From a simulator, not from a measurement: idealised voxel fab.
Proc. module: voxel wiring stack
cross-section cut | 225 nm wide | cells 5 nm
Each cross-section below is a grid of square cells, stated as bands in top-down order, with one or more rows of cells making up each band. For a band, the entry starts with two heights in nm, that of the top and then that of the bottom, and carries on with the band's materials in order from left to right, each alongside its width in nm; the word "edge to edge" beside a single material means it fills the band edge to edge, and "empty" means empty space. Height datum 0, below which the as-received substrate wafer is one material. Lowest band open at the bottom, running downward: "0 nm and below". A width given as "30..40" starts at the first number in the band's top row and ends at the second number in its bottom row, shifting by an equal amount at every step from row to row. When a step is marked "no modification", none of the cells in the cross-section changed during that step. Closed empty spaces (no open way to the top) of 8 cells or more are what "Closed empty spaces" lists, each as width x height at distance from the left edge, nm for all three. Heads up: the bit after the settings on a step's line is the simulator's remark on that step. When a step includes a mask, the "overlay nm" setting on its line states how far to the right of its planned place that mask lay, and negative values state how far to the left.

**Process steps (planned)**
1) RECEIVE | material Si
2) CONFORMAL_DEP | material SiO2 | thk nm 15
3) DIRECTIONAL_DEP | material TiN | thk nm 5
4) DIRECTIONAL_DEP | material Ru | thk nm 20
5) MASKED_ETCH | tone cover | mask id METAL_1 | width nm 20 | pitch nm 40 | etch materials Ru | depth nm 20 | overlay nm 0
6) MASKED_ETCH | tone cover | mask id METAL_1 | width nm 20 | pitch nm 40 | etch materials TiN | depth nm 5 | overlay nm 0
7) FILL_DEP | material lowk | thk nm 5
8) CMP | height nm 40
9) CONFORMAL_DEP | material SiCN | thk nm 5
10) DIRECTIONAL_DEP | material SiO2 | thk nm 20
11) DIRECTIONAL_DEP | material aC | thk nm 10
12) PATTERN | tone open | mask id PLUG_1 | material resist | width nm 15 | thk nm 25 | overlay nm 0
13) DIRECTIONAL_ETCH | etch materials aC | depth nm 10
14) STRIP | etch materials resist
15) DIRECTIONAL_ETCH | etch materials SiO2 | depth nm 20
16) DIRECTIONAL_ETCH | etch materials SiCN | depth nm 5
17) STRIP | etch materials aC
18) CONFORMAL_DEP | material TiN | thk nm 5
19) FILL_DEP | material Ru | thk nm 10
20) CMP | height nm 65
21) CONFORMAL_DEP | material SiN | thk nm 5
22) DIRECTIONAL_DEP | material SiO2 | thk nm 20
23) DIRECTIONAL_DEP | material aC | thk nm 15
24) PATTERN | tone open | mask id METAL_2 | material resist | width nm 20 | pitch nm 40 | thk nm 30 | overlay nm 0
25) DIRECTIONAL_ETCH | etch materials aC | depth nm 15
26) STRIP | etch materials resist
27) DIRECTIONAL_ETCH | etch materials SiO2 | depth nm 20
28) DIRECTIONAL_ETCH | etch materials SiN | depth nm 5
29) STRIP | etch materials aC
30) CONFORMAL_DEP | material TiN | thk nm 5
31) FILL_DEP | material Cu | thk nm 5
32) CMP | height nm 90
33) EPI | material Ru | thk nm 5
34) FILL_DEP | material SiCN | thk nm 5
35) DIRECTIONAL_DEP | material SiO2 | thk nm 30
36) MASKED_ETCH | tone open | mask id METAL_3_HOLES | width nm 15 | etch materials SiO2 | depth nm 30 | overlay nm 0
37) MASKED_ETCH | tone open | mask id METAL_3 | width nm 20 | pitch nm 40 | etch materials SiO2 | depth nm 15 | overlay nm 0
38) MASKED_ETCH | tone open | mask id METAL_3 | width nm 20 | pitch nm 40 | etch materials SiCN | depth nm 5 | overlay nm 0
39) CONFORMAL_DEP | material TiN | thk nm 5
40) FILL_DEP | material Cu | thk nm 10
41) CMP | height nm 130
42) CONFORMAL_DEP | material SiN | thk nm 5

**Cross-section of the wafer as it came to us, i.e., already through step 1**
* 0 nm and below = Si edge to edge
* Closed empty spaces: none

**End-of-module cross-section of the first of two wafers, processed as planned**
* 135 nm to 130 nm = SiN edge to edge
* 130 nm to 120 nm = 80 SiO2 / 5 TiN / 10 Cu / 5 TiN / 20 SiO2 / 5 TiN / 10 Cu / 5 TiN / 85 SiO2
* 120 nm to 115 nm = 80 SiO2 / 5 TiN / 5 Cu / 10 TiN / 20 SiO2 / 20 TiN / 85 SiO2
* 115 nm to 100 nm = 80 SiO2 / 5 TiN / 5 Cu / 5 TiN / 130 SiO2
* 100 nm to 95 nm = 80 SiCN / 15 TiN / 130 SiCN
* 95 nm to 90 nm = 75 SiCN / 30 Ru / 10 SiCN / 30 Ru / 80 SiCN
* 90 nm to 70 nm = 80 SiO2 / 5 TiN / 10 Cu / 5 TiN / 20 SiO2 / 5 TiN / 10 Cu / 5 TiN / 85 SiO2
* 70 nm to 65 nm = 80 SiN / 20 TiN / 20 SiN / 20 TiN / 85 SiN
* 65 nm to 45 nm = 80 SiO2 / 5 TiN / 5 Ru / 5 TiN / 130 SiO2
* 45 nm to 40 nm = 80 SiCN / 15 TiN / 130 SiCN
* 40 nm to 20 nm = 80 lowk / 20 Ru / 20 lowk / 20 Ru / 85 lowk
* 20 nm to 15 nm = 80 lowk / 20 TiN / 20 lowk / 20 TiN / 85 lowk
* 15 nm to 0 nm = SiO2 edge to edge
* 0 nm and below = Si edge to edge
* Closed empty spaces: none

**Now the second wafer, cross-sectioned at the end of the module. Nothing different at the start, nothing different in the plan compared with the first, just one mistake when it was actually run**
* 135 nm to 130 nm = SiN edge to edge
* 130 nm to 120 nm = 80 SiO2 / 5 TiN / 10 Cu / 5 TiN / 20 SiO2 / 5 TiN / 10 Cu / 5 TiN / 85 SiO2
* 120 nm to 115 nm = 80 SiO2 / 5 TiN / 5 Cu / 10 TiN / 20 SiO2 / 20 TiN / 85 SiO2
* 115 nm to 100 nm = 80 SiO2 / 5 TiN / 5 Cu / 5 TiN / 130 SiO2
* 100 nm to 95 nm = 80 SiCN / 15 TiN / 130 SiCN
* 95 nm to 90 nm = 75 SiCN / 30 Ru / 10 SiCN / 30 Ru / 80 SiCN
* 90 nm to 70 nm = 80 SiO2 / 5 TiN / 10 Cu / 5 TiN / 20 SiO2 / 5 TiN / 10 Cu / 5 TiN / 85 SiO2
* 70 nm to 65 nm = 80 SiN / 20 TiN / 20 SiN / 20 TiN / 85 SiN
* 65 nm to 45 nm = 80 SiO2 / 5 TiN / 5 Ru / 5 TiN / 130 SiO2
* 45 nm to 40 nm = 80 SiCN / 15 TiN / 130 SiCN
* 40 nm to 20 nm = 85 lowk / 20 Ru / 20 lowk / 20 Ru / 80 lowk
* 20 nm to 15 nm = 80 lowk / 25 TiN / 15 lowk / 25 TiN / 80 lowk
* 15 nm to 0 nm = SiO2 edge to edge
* 0 nm and below = Si edge to edge
* Closed empty spaces: none
Nonconformance to the process plan: contrary to plan, step 5 was performed as MASKED_ETCH | tone cover | mask id METAL_1 | width nm 20 | pitch nm 40 | etch materials Ru | depth nm 20 | overlay nm 5
Bottom line after processing is that, in cells, the second wafer is up or down on some materials versus the first: 2 more of TiN | 2 fewer of lowk
